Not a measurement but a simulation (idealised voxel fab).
Herein follows the process module entitled voxel air gaps.
It is cross-section cut that appears here, measuring 155 nm in width, its square cells being 5 nm in size.
Cross-section layout: square cells on a grid; listed as bands, top to bottom; a band spans one or more cell rows.
A band entry consists of two parts. The first gives the height of the band's top and the height of its bottom, in nm. The rest lists the band's materials from left to right, each with its width in nm. A single material labelled with the word "all across" fills the band from edge to edge, and the word "blank" marks empty space.
Ref level 0: as-received wafer is one material below here. Bottom band extends down with no lower bound ("0 -> down").
Note: "30->40" means the width goes from the first number (top row of the band) to the second number (bottom row) in equal steps per row of cells.
"nothing altered" (step): cross-section cells unchanged, all of them.
For the entry "Cavities, sealed", the listed items are empty spaces with no open way to the top whose size is 8 cells or more; each item follows the pattern width x height at distance, where distance is from the left edge and all three are in nm.
The remark found on a step's line after its settings is issued by the simulator itself and pertains to that step.
Each step line may optionally specify "overlay nm", which for a step with a mask gives the rightward distance between the mask's planned place and where it lay, a negative value indicating the leftward direction.

## Steps in the process plan
| 1 | RECEIVE [material Si] |
| 2 | CONFORMAL_DEP [material SiO2] [thk nm 10] |
| 3 | CONFORMAL_DEP [material SiCN] [thk nm 5] |
| 4 | DIRECTIONAL_DEP [material lowk] [thk nm 30] |
| 5 | DIRECTIONAL_DEP [material aC] [thk nm 10] |
| 6 | PATTERN [tone open] [mask id LINES] [material resist] [width nm 20] [pitch nm 45] [thk nm 25] [overlay nm 0] |
| 7 | DIRECTIONAL_ETCH [etch materials aC] [depth nm 10] |
| 8 | STRIP [etch materials resist] |
| 9 | DIRECTIONAL_ETCH [etch materials lowk] [depth nm 30] |
| 10 | STRIP [etch materials aC] |
| 11 | CONFORMAL_DEP [material TiN] [thk nm 5] |
| 12 | FILL_DEP [material Cu] [thk nm 5] |
| 13 | CMP [height nm 45] |
| 14 | EPI [material Ru] [thk nm 10] |
| 15 | SELECTIVE_ETCH [etch materials lowk] [depth nm 40] |
| 16 | CONFORMAL_DEP [material SiCN] [thk nm 5] |

## Cross-section of the wafer at receipt, which is the condition after step 1
- 0 -> down  Si all across
- Cavities, sealed: none

## End state of the module in cross-section, given the above starting point and plan and one mistake in execution
- 60 -> 55  150 nm SiCN  5 nm blank
- 55 -> 45  5 nm SiCN  140 nm Ru  5 nm SiCN  5 nm blank
- 45 -> 40  15 nm SiCN  5 nm TiN  20 nm Cu  5 nm TiN  15 nm lowk  5 nm TiN  20 nm Cu  5 nm TiN  15 nm lowk  5 nm TiN  20 nm Cu  5 nm TiN  15 nm SiCN  5 nm blank
- 40 -> 20  10 nm blank  5 nm SiCN  5 nm TiN  20 nm Cu  5 nm TiN  15 nm lowk  5 nm TiN  20 nm Cu  5 nm TiN  15 nm lowk  5 nm TiN  20 nm Cu  5 nm TiN  5 nm SiCN  15 nm blank
- 20 -> 15  15 nm SiCN  30 nm TiN  15 nm lowk  30 nm TiN  15 nm lowk  30 nm TiN  20 nm SiCN
- 15 -> 10  SiCN all across
- 10 -> 0  SiO2 all across
- 0 -> down  Si all across
- Cavities, sealed: 10 x 20 at 0
Short version of what went wrong: planned and actual differ for step 6; actual: PATTERN [tone open] [mask id LINES] [material resist] [width nm 30] [pitch nm 45] [thk nm 25] [overlay nm 0]
